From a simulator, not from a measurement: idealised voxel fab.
Presented below is a process module, voxel fin reveal.
Square cell edge 5 nm, section width 275 nm, ID cut.
In this document a cross-section is written as a grid of square cells. It is given as a series of bands, listed from the top down, and a band is one or more rows of cells. Read a band's entry like this: the first values are the height of its top and the height of its bottom in nm, and what follows is the sequence of materials from left to right, each with its width in nm. Note that "empty" is empty space, and that a single material marked "throughout" reaches across the band from edge to edge. Below 0: as-received wafer, all one material; heights counted from there. Lowest band: no bottom, goes on down, written "0 -> down". Quick explanation for "30->40": the width changes in equal steps down the rows of cells, from the first number in the band's top row to the second number in its bottom row. Given "nothing altered" for a step, no cell of the cross-section differs between before and after that step. The entry titled "Closed void entries" provides the empty spaces that have no open way to the top, restricted to those of 8 cells or more. Each is presented as width x height at distance, the distance being measured from the left edge, with all three in nm. Read whatever lies past the settings on a step's line as the simulator's own remark about the step. The line of a step may include "overlay nm". On a step with a mask, this value is how far to the right of its planned place the mask lay. A negative value means the mask lay to the left.

Process steps - plan:
1,RECEIVE,material Si
2,CONFORMAL_DEP,material SiN,thk nm 5
3,MASKED_ETCH,tone cover,mask id FINS,width nm 15,pitch nm 40,etch materials SiN,depth nm 5,overlay nm 0
4,MASKED_ETCH,tone cover,mask id FINS,width nm 15,pitch nm 40,etch materials Si,depth nm 35,overlay nm 0
5,FILL_DEP,material SiO2,thk nm 10
6,CMP,height nm 5
7,SELECTIVE_ETCH,etch materials SiO2,depth nm 25
8,STRIP,etch materials SiN
9,CONFORMAL_DEP,material HfO2,thk nm 5

Delivered wafer in cross-section: state after step 1:
* 0 -> down | Si throughout
* Closed void entries: none

The plan above was carried out on the starting structure above with one mistake, and this cross-section shows the wafer at the end of the module:
* 0 -> -20 | empty: 110 / Si: 15 / empty: 25 / Si: 15 / empty: 110
* -20 -> -35 | SiO2: 110 / Si: 15 / SiO2: 25 / Si: 15 / SiO2: 110
* -35 -> down | Si throughout
* Closed void entries: none
What went wrong in running the wafer? step 9 of the plan was excluded from execution and never run
